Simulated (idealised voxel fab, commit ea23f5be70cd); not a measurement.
The process module presented herein is designated voxel transistor to metal.
Pictured: cross-section cut, 250 nm wide, on a grid of 5 nm square cells.
In what follows, cross-sections appear as grids of square cells, described through bands that run from the top down, where every band is one or more rows of cells. Read a band's entry like this: the first values are the height of its top and the height of its bottom in nm, and what follows is the sequence of materials from left to right, each with its width in nm. Note that "blank" is empty space, and that a single material marked "everywhere" reaches across the band from edge to edge. Zero point of the height axis is 0; under it, received wafer = one material. Lowest band: continues down indefinitely, "0 and below". A width given as "30..40" starts at the first number in the band's top row and ends at the second number in its bottom row, shifting by an equal amount at every step from row to row. It should be understood that the words "changes: none", when stated for a given step, signify that the cross-section underwent no change in any of its cells during that step. Entry "Closed cavities". Content: empty spaces with no open connection to the top, size 8 cells or greater. Each: width x height at distance. Distance: from left edge. Unit: nm. If you see something after the settings on a step's line, that's the simulator's own remark about that step. Among the settings permitted on a step's line is "overlay nm"; applied to a step with a mask, it specifies the extent to which the mask lay to the right of its planned position, whereas a negative figure signifies a position to the left.
## The following list gives the planned process steps
1: RECEIVE with material Si
2: CONFORMAL_DEP with material SiO2, thk nm 5
3: CONFORMAL_DEP with material SiN, thk nm 15
4: MASKED_ETCH with tone cover, mask id ACTIVE, width nm 85, pitch nm 115, etch materials SiN, depth nm 15, overlay nm 0
5: MASKED_ETCH with tone cover, mask id ACTIVE, width nm 75, pitch nm 115, etch materials SiO2, depth nm 5, overlay nm 0
6: MASKED_ETCH with tone cover, mask id ACTIVE, width nm 85, pitch nm 115, etch materials Si, depth nm 20, overlay nm 0
7: OXIDIZE with depth nm 5
8: FILL_DEP with material SiO2, thk nm 5
9: CMP with height nm 20
10: SELECTIVE_ETCH with etch materials SiO2, depth nm 15
11: STRIP with etch materials SiN
12: SELECTIVE_ETCH with etch materials SiO2, depth nm 5
13: OXIDIZE with depth nm 5
14: DIRECTIONAL_DEP with material polySi, thk nm 30
15: DIRECTIONAL_DEP with material SiCN, thk nm 15
16: PATTERN with tone cover, mask id GATE, material resist, width nm 15, pitch nm 115, thk nm 20, overlay nm 0
17: DIRECTIONAL_ETCH with etch materials SiCN, depth nm 25
18: DIRECTIONAL_ETCH with etch materials polySi, depth nm 40
19: STRIP with etch materials resist
20: CONFORMAL_DEP with material SiN, thk nm 5
21: DIRECTIONAL_ETCH with etch materials SiN, depth nm 5
22: DIRECTIONAL_ETCH with etch materials SiO2, depth nm 5
23: DIRECTIONAL_ETCH with etch materials Si, depth nm 10
24: EPI with material nSi, thk nm 10
25: FILL_DEP with material SiO2, thk nm 10
26: CMP with height nm 45
27: DIRECTIONAL_DEP with material SiO2, thk nm 15
28: PATTERN with tone open, mask id CONTACT, material resist, width nm 15, thk nm 15, overlay nm 0
29: DIRECTIONAL_ETCH with etch materials SiO2, depth nm 65
30: STRIP with etch materials resist
31: CONFORMAL_DEP with material TiN, thk nm 5
32: FILL_DEP with material W, thk nm 5
33: CMP with height nm 60
34: DIRECTIONAL_DEP with material TiN, thk nm 5
35: DIRECTIONAL_DEP with material W, thk nm 15
36: DIRECTIONAL_DEP with material aC, thk nm 10
37: PATTERN with tone cover, mask id METAL_1, material resist, width nm 15, thk nm 25, overlay nm 0
38: DIRECTIONAL_ETCH with etch materials aC, depth nm 10
39: STRIP with etch materials resist
40: DIRECTIONAL_ETCH with etch materials W, depth nm 15
41: DIRECTIONAL_ETCH with etch materials TiN, depth nm 5
42: STRIP with etch materials aC
43: CONFORMAL_DEP with material SiCN, thk nm 5
44: FILL_DEP with material lowk, thk nm 10
45: CMP with height nm 80
46: CONFORMAL_DEP with material SiCN, thk nm 5
Wafer-to-wafer difference: width nm, step 5. Common start. Plan = first wafer's value.
## Cut through the first of several wafers as received, post step 1
- 0 and below  Si everywhere
- Closed cavities: none
## First of several wafers: cross-section at the end of the module, after step 46, its last step
- 85 down to 80  SiCN everywhere
- 80 down to 65  lowk 25 nm, SiCN 5 nm, W 15 nm, SiCN 5 nm, lowk 35 nm, SiCN 5 nm, W 15 nm, SiCN 5 nm, lowk 30 nm, SiCN 5 nm, W 15 nm, SiCN 5 nm, lowk 35 nm, SiCN 5 nm, W 15 nm, SiCN 5 nm, lowk 25 nm
- 65 down to 60  SiCN 30 nm, TiN 15 nm, SiCN 45 nm, TiN 15 nm, SiCN 40 nm, TiN 15 nm, SiCN 45 nm, TiN 15 nm, SiCN 30 nm
- 60 down to 45  SiO2 30 nm, TiN 5 nm, W 5 nm, TiN 5 nm, SiO2 45 nm, TiN 5 nm, W 5 nm, TiN 5 nm, SiO2 40 nm, TiN 5 nm, W 5 nm, TiN 5 nm, SiO2 45 nm, TiN 5 nm, W 5 nm, TiN 5 nm, SiO2 30 nm
- 45 down to 30  SiO2 30 nm, TiN 5 nm, W 5 nm, TiN 5 nm, SiO2 10 nm, SiN 5 nm, SiCN 15 nm, SiN 5 nm, SiO2 10 nm, TiN 5 nm, W 5 nm, TiN 5 nm, SiO2 40 nm, TiN 5 nm, W 5 nm, TiN 5 nm, SiO2 10 nm, SiN 5 nm, SiCN 15 nm, SiN 5 nm, SiO2 10 nm, TiN 5 nm, W 5 nm, TiN 5 nm, SiO2 30 nm
- 30 down to 5  SiO2 30 nm, TiN 5 nm, W 5 nm, TiN 5 nm, SiO2 10 nm, SiN 5 nm, polySi 15 nm, SiN 5 nm, SiO2 10 nm, TiN 5 nm, W 5 nm, TiN 5 nm, SiO2 40 nm, TiN 5 nm, W 5 nm, TiN 5 nm, SiO2 10 nm, SiN 5 nm, polySi 15 nm, SiN 5 nm, SiO2 10 nm, TiN 5 nm, W 5 nm, TiN 5 nm, SiO2 30 nm
- 5 down to 0  SiO2 30 nm, TiN 5 nm, W 5 nm, TiN 5 nm, nSi 10 nm, SiN 5 nm, polySi 15 nm, SiN 5 nm, nSi 10 nm, TiN 5 nm, W 5 nm, TiN 5 nm, SiO2 40 nm, TiN 5 nm, W 5 nm, TiN 5 nm, nSi 10 nm, SiN 5 nm, polySi 15 nm, SiN 5 nm, nSi 10 nm, TiN 5 nm, W 5 nm, TiN 5 nm, SiO2 30 nm
- 0 down to -5  SiO2 30 nm, TiN 15 nm, nSi 10 nm, SiO2 25 nm, nSi 10 nm, TiN 15 nm, SiO2 40 nm, TiN 15 nm, nSi 10 nm, SiO2 25 nm, nSi 10 nm, TiN 15 nm, SiO2 30 nm
- -5 down to -15  SiO2 30 nm, nSi 25 nm, Si 25 nm, nSi 25 nm, SiO2 40 nm, nSi 25 nm, Si 25 nm, nSi 25 nm, SiO2 30 nm
- -15 down to -25  SiO2 30 nm, Si 75 nm, SiO2 40 nm, Si 75 nm, SiO2 30 nm
- -25 and below  Si everywhere
- Closed cavities: none
## Final wafer cross-section at module end
- 85 down to 80  SiCN everywhere
- 80 down to 65  lowk 25 nm, SiCN 5 nm, W 15 nm, SiCN 5 nm, lowk 35 nm, SiCN 5 nm, W 15 nm, SiCN 5 nm, lowk 30 nm, SiCN 5 nm, W 15 nm, SiCN 5 nm, lowk 35 nm, SiCN 5 nm, W 15 nm, SiCN 5 nm, lowk 25 nm
- 65 down to 60  SiCN 30 nm, TiN 15 nm, SiCN 45 nm, TiN 15 nm, SiCN 40 nm, TiN 15 nm, SiCN 45 nm, TiN 15 nm, SiCN 30 nm
- 60 down to 45  SiO2 30 nm, TiN 5 nm, W 5 nm, TiN 5 nm, SiO2 45 nm, TiN 5 nm, W 5 nm, TiN 5 nm, SiO2 40 nm, TiN 5 nm, W 5 nm, TiN 5 nm, SiO2 45 nm, TiN 5 nm, W 5 nm, TiN 5 nm, SiO2 30 nm
- 45 down to 30  SiO2 30 nm, TiN 5 nm, W 5 nm, TiN 5 nm, SiO2 10 nm, SiN 5 nm, SiCN 15 nm, SiN 5 nm, SiO2 10 nm, TiN 5 nm, W 5 nm, TiN 5 nm, SiO2 40 nm, TiN 5 nm, W 5 nm, TiN 5 nm, SiO2 10 nm, SiN 5 nm, SiCN 15 nm, SiN 5 nm, SiO2 10 nm, TiN 5 nm, W 5 nm, TiN 5 nm, SiO2 30 nm
- 30 down to 5  SiO2 30 nm, TiN 5 nm, W 5 nm, TiN 5 nm, SiO2 10 nm, SiN 5 nm, polySi 15 nm, SiN 5 nm, SiO2 10 nm, TiN 5 nm, W 5 nm, TiN 5 nm, SiO2 40 nm, TiN 5 nm, W 5 nm, TiN 5 nm, SiO2 10 nm, SiN 5 nm, polySi 15 nm, SiN 5 nm, SiO2 10 nm, TiN 5 nm, W 5 nm, TiN 5 nm, SiO2 30 nm
- 5 down to 0  SiO2 30 nm, TiN 5 nm, W 5 nm, TiN 5 nm, nSi 10 nm, SiN 5 nm, polySi 15 nm, SiN 5 nm, nSi 10 nm, TiN 5 nm, W 5 nm, TiN 5 nm, SiO2 40 nm, TiN 5 nm, W 5 nm, TiN 5 nm, nSi 10 nm, SiN 5 nm, polySi 15 nm, SiN 5 nm, nSi 10 nm, TiN 5 nm, W 5 nm, TiN 5 nm, SiO2 30 nm
- 0 down to -5  SiO2 30 nm, TiN 15 nm, nSi 10 nm, SiO2 25 nm, nSi 10 nm, TiN 15 nm, SiO2 40 nm, TiN 15 nm, nSi 10 nm, SiO2 25 nm, nSi 10 nm, TiN 15 nm, SiO2 30 nm
- -5 down to -15  SiO2 25 nm, nSi 30 nm, Si 25 nm, nSi 35 nm, SiO2 25 nm, nSi 30 nm, Si 25 nm, nSi 35 nm, SiO2 20 nm
- -15 down to -25  SiO2 25 nm, Si 90 nm, SiO2 25 nm, Si 90 nm, SiO2 20 nm
- -25 and below  Si everywhere
- Closed cavities: none
## wafer rows; end of module; cells per material since receipt: (+) gained, (-) lost; then closed voids
width nm 75 | -170 Si | +130 SiCN | +36 SiN | +468 SiO2 | +120 TiN | +84 W | +90 lowk | +56 nSi | +36 polySi | Closed cavities: none
width nm 80 | -170 Si | +130 SiCN | +36 SiN | +468 SiO2 | +120 TiN | +84 W | +90 lowk | +56 nSi | +36 polySi | Closed cavities: none
width nm 85 | -170 Si | +130 SiCN | +36 SiN | +468 SiO2 | +120 TiN | +84 W | +90 lowk | +56 nSi | +36 polySi | Closed cavities: none
width nm 90 | -166 Si | +130 SiCN | +36 SiN | +460 SiO2 | +120 TiN | +84 W | +90 lowk | +60 nSi | +36 polySi | Closed cavities: none
width nm 95 | -162 Si | +130 SiCN | +36 SiN | +452 SiO2 | +120 TiN | +84 W | +90 lowk | +64 nSi | +36 polySi | Closed cavities: none
width nm 100 | -158 Si | +130 SiCN | +36 SiN | +444 SiO2 | +120 TiN | +84 W | +90 lowk | +68 nSi | +36 polySi | Closed cavities: none
